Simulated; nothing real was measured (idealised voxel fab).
Process module heading - voxel gate over fins
In the cross-section labelled cut, the width is 210 nm and each square cell is 5 nm.
We lay out every cross-section as a grid of square cells and spell it out in bands from the top down, where one band means one or more rows of cells.
It is stipulated that each band's entry specify, in nanometres, the height of the top of the band and then that of its bottom, followed by the materials of the band in left-to-right sequence, each together with its width in nanometres. A single material marked by the word "everywhere" is understood to fill the band from edge to edge; the word "air" is understood to denote empty space.
We count height from 0. Below that, the starting wafer is all one material. The lowest band never ends at the bottom but goes on down; see "from 0 down" for how that is written.
Width: "30 to 40" (first number = top row, second number = bottom row, same change from row to row of cells).
"identical to before" for a step: no cell of the cross-section changed in that step.
"Unvented internal voids": sealed empty spaces, 8 cells or more, no open way to top, listed width x height at distance, with distance from the left edge and width, height and distance in nm.
after a step's settings: what the simulator itself notes on the step
When a step includes a mask, the "overlay nm" setting on its line states how far to the right of its planned place that mask lay, and negative values state how far to the left.

Process steps foreseen in the plan
- 1: op RECEIVE | material Si
- 2: op CONFORMAL_DEP | material SiN | thk nm 5
- 3: op DIRECTIONAL_DEP | material aC | thk nm 10
- 4: op PATTERN | tone cover | mask id FINS | material resist | width nm 15 | pitch nm 45 | thk nm 30 | overlay nm 0
- 5: op DIRECTIONAL_ETCH | etch materials aC | depth nm 10
- 6: op STRIP | etch materials resist
- 7: op DIRECTIONAL_ETCH | etch materials SiN | depth nm 5
- 8: op DIRECTIONAL_ETCH | etch materials Si | depth nm 35
- 9: op STRIP | etch materials aC
- 10: op OXIDIZE | depth nm 5
- 11: op FILL_DEP | material SiO2 | thk nm 15
- 12: op CMP | height nm 5
- 13: op SELECTIVE_ETCH | etch materials SiO2 | depth nm 20
- 14: op STRIP | etch materials SiN
- 15: op CONFORMAL_DEP | material HfO2 | thk nm 5
- 16: op CONFORMAL_DEP | material TiN | thk nm 5
- 17: op FILL_DEP | material W | thk nm 10
- 18: op CMP | height nm 15
- 19: op CONFORMAL_DEP | material SiN | thk nm 10

Cross-section of the wafer at receipt, which is the condition after step 1
	from 0 down | Si everywhere
	Unvented internal voids: none

Below is the wafer in cross-section after the module was completed. It began from the starting point shown above and followed the plan shown above, except that one mistake was made while running it
	from 25 to 15 | SiN everywhere
	from 15 to 10 | W everywhere
	from 10 to 5 | 45 of W; 25 of TiN; 20 of W; 25 of TiN; 20 of W; 25 of TiN; 50 of W
	from 5 to 0 | 45 of W; 5 of TiN; 15 of aC; 5 of TiN; 20 of W; 5 of TiN; 15 of aC; 5 of TiN; 20 of W; 5 of TiN; 15 of aC; 5 of TiN; 50 of W
	from 0 to -5 | 45 of W; 5 of TiN; 5 of aC; 5 of Si; 5 of aC; 5 of TiN; 20 of W; 5 of TiN; 5 of aC; 5 of Si; 5 of aC; 5 of TiN; 20 of W; 5 of TiN; 5 of aC; 5 of Si; 5 of aC; 5 of TiN; 50 of W
	from -5 to -10 | 50 of TiN; 5 of aC; 5 of Si; 5 of aC; 30 of TiN; 5 of aC; 5 of Si; 5 of aC; 30 of TiN; 5 of aC; 5 of Si; 5 of aC; 55 of TiN
	from -10 to -15 | 55 of aC; 5 of Si; 40 of aC; 5 of Si; 40 of aC; 5 of Si; 60 of aC
	from -15 to -40 | 55 of SiO2; 5 of Si; 40 of SiO2; 5 of Si; 40 of SiO2; 5 of Si; 60 of SiO2
	from -40 down | Si everywhere
	Unvented internal voids: none
Plan not followed: step 15 was processed under conditions differing from the plan, specifically as op CONFORMAL_DEP | material aC | thk nm 5
